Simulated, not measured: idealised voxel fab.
Process module under the name voxel transistor to metal
Cross-section cut: width 145 nm, square cells of 5 nm.
Notation: cross-section as square-cell grid; stated in bands, top first, going down; one or more cell rows per band.
First you get the band's top height and its bottom height, in nm, and then the materials it's made of, left to right, with each width in nm. If you see a single material with "full width", that one covers the band edge to edge. "air" is empty space.
Heights from 0 (as-received wafer is one material below). Bottom band endless downward, as "0 down".
Note: "30 to 40" means the width goes from the first number (top row of the band) to the second number (bottom row) in equal steps per row of cells.
You'll sometimes find "no change" written for a step, and that's the way of saying that nowhere in the cross-section did a cell change during that step.
"Encapsulated voids": empty spaces of 8 cells or more with no open way to the top, each given as width x height at distance, distance from the left edge, all in nm.
Read whatever lies past the settings on a step's line as the simulator's own remark about the step.
overlay nm: where the mask lay relative to plan, measured to the right, on steps with a mask; negatives go left.
### Here's what the planned process steps look like
1: RECEIVE,material Si
2: CONFORMAL_DEP,material SiO2,thk nm 5
3: CONFORMAL_DEP,material SiN,thk nm 15
4: MASKED_ETCH,tone cover,mask id ACTIVE,width nm 105,etch materials SiN,depth nm 15,overlay nm 0
5: MASKED_ETCH,tone cover,mask id ACTIVE,width nm 105,etch materials SiO2,depth nm 5,overlay nm 0
6: MASKED_ETCH,tone cover,mask id ACTIVE,width nm 105,etch materials Si,depth nm 30,overlay nm 0
7: FILL_DEP,material SiO2,thk nm 15
8: CMP,height nm 20
9: SELECTIVE_ETCH,etch materials SiO2,depth nm 10
10: STRIP,etch materials SiN
11: SELECTIVE_ETCH,etch materials SiO2,depth nm 5
12: OXIDIZE,depth nm 5
13: DIRECTIONAL_DEP,material polySi,thk nm 20
14: DIRECTIONAL_DEP,material SiCN,thk nm 10
15: MASKED_ETCH,tone cover,mask id GATE,width nm 15,etch materials SiCN,depth nm 20,overlay nm 0
16: MASKED_ETCH,tone cover,mask id GATE,width nm 15,etch materials polySi,depth nm 30,overlay nm 0
17: CONFORMAL_DEP,material SiO2,thk nm 5
18: DIRECTIONAL_ETCH,etch materials SiO2,depth nm 5
19: CONFORMAL_DEP,material SiN,thk nm 5
20: DIRECTIONAL_ETCH,etch materials SiN,depth nm 5
21: DIRECTIONAL_ETCH,etch materials SiO2,depth nm 5
22: DIRECTIONAL_ETCH,etch materials Si,depth nm 10
23: EPI,material SiGe,thk nm 15
24: FILL_DEP,material SiO2,thk nm 10
25: CMP,height nm 30
26: DIRECTIONAL_DEP,material SiO2,thk nm 15
27: MASKED_ETCH,tone open,mask id CONTACT,width nm 30,pitch nm 55,etch materials SiO2,depth nm 35,overlay nm 0
28: CONFORMAL_DEP,material TiN,thk nm 5
29: FILL_DEP,material W,thk nm 5
30: CMP,height nm 45
31: CONFORMAL_DEP,material SiN,thk nm 5
32: DIRECTIONAL_DEP,material SiO2,thk nm 20
33: DIRECTIONAL_DEP,material aC,thk nm 10
34: PATTERN,tone open,mask id METAL_1,material resist,width nm 15,pitch nm 70,thk nm 30,overlay nm 0
35: DIRECTIONAL_ETCH,etch materials aC,depth nm 10
36: STRIP,etch materials resist
37: DIRECTIONAL_ETCH,etch materials SiO2,depth nm 20
38: DIRECTIONAL_ETCH,etch materials SiN,depth nm 5
39: STRIP,etch materials aC
40: CONFORMAL_DEP,material TiN,thk nm 5
41: FILL_DEP,material W,thk nm 10
42: CMP,height nm 70
43: CONFORMAL_DEP,material SiCN,thk nm 5
44: DIRECTIONAL_DEP,material lowk,thk nm 35
45: MASKED_ETCH,tone open,mask id METAL_2,width nm 15,pitch nm 70,etch materials lowk,depth nm 20,overlay nm 0
46: DIRECTIONAL_DEP,material aC,thk nm 15
47: PATTERN,tone open,mask id METAL_2_HOLES,material resist,width nm 15,pitch nm 70,thk nm 30,overlay nm 0
48: DIRECTIONAL_ETCH,etch materials aC,depth nm 15
49: STRIP,etch materials resist
50: DIRECTIONAL_ETCH,etch materials lowk,depth nm 15
51: DIRECTIONAL_ETCH,etch materials SiCN,depth nm 5
52: STRIP,etch materials aC
53: CONFORMAL_DEP,material TiN,thk nm 5
54: FILL_DEP,material Ru,thk nm 10
55: CMP,height nm 110
56: CONFORMAL_DEP,material SiN,thk nm 5
### Cross-section of the wafer as it came to us, i.e., already through step 1
  0 down = Si full width
  Encapsulated voids: none
### Cross-sectional result after module completion. Note: starting condition and plan are unchanged from above; one processing mistake was made
  115 to 110 = SiN full width
  110 to 75 = 30 nm lowk | 5 nm TiN | 5 nm Ru | 5 nm TiN | 55 nm lowk | 5 nm TiN | 5 nm Ru | 5 nm TiN | 30 nm lowk
  75 to 70 = 30 nm SiCN | 15 nm TiN | 55 nm SiCN | 15 nm TiN | 30 nm SiCN
  70 to 50 = 30 nm SiO2 | 5 nm TiN | 5 nm W | 5 nm TiN | 55 nm SiO2 | 5 nm TiN | 5 nm W | 5 nm TiN | 30 nm SiO2
  50 to 45 = 30 nm SiN | 15 nm TiN | 55 nm SiN | 15 nm TiN | 30 nm SiN
  45 to 30 = 30 nm SiO2 | 5 nm TiN | 20 nm W | 5 nm TiN | 25 nm SiO2 | 5 nm TiN | 20 nm W | 5 nm TiN | 30 nm SiO2
  30 to 20 = 30 nm SiO2 | 5 nm TiN | 20 nm W | 5 nm TiN | 5 nm SiO2 | 15 nm SiCN | 5 nm SiO2 | 5 nm TiN | 20 nm W | 5 nm TiN | 30 nm SiO2
  20 to 15 = 30 nm SiO2 | 5 nm TiN | 20 nm W | 5 nm TiN | 5 nm SiO2 | 15 nm polySi | 5 nm SiO2 | 5 nm TiN | 20 nm W | 5 nm TiN | 30 nm SiO2
  15 to 10 = 30 nm SiO2 | 30 nm TiN | 5 nm SiO2 | 15 nm polySi | 5 nm SiO2 | 30 nm TiN | 30 nm SiO2
  10 to 0 = 45 nm SiO2 | 15 nm SiGe | 5 nm SiO2 | 15 nm polySi | 5 nm SiO2 | 15 nm SiGe | 45 nm SiO2
  0 to -5 = 20 nm SiO2 | 40 nm SiGe | 25 nm SiO2 | 40 nm SiGe | 20 nm SiO2
  -5 to -15 = 20 nm SiO2 | 40 nm SiGe | 25 nm Si | 40 nm SiGe | 20 nm SiO2
  -15 to -30 = 20 nm SiO2 | 105 nm Si | 20 nm SiO2
  -30 down = Si full width
  Encapsulated voids: none
It is concluded that the wafer was processed incorrectly with respect to the plan, in that step 19 of the plan was bypassed and not carried out
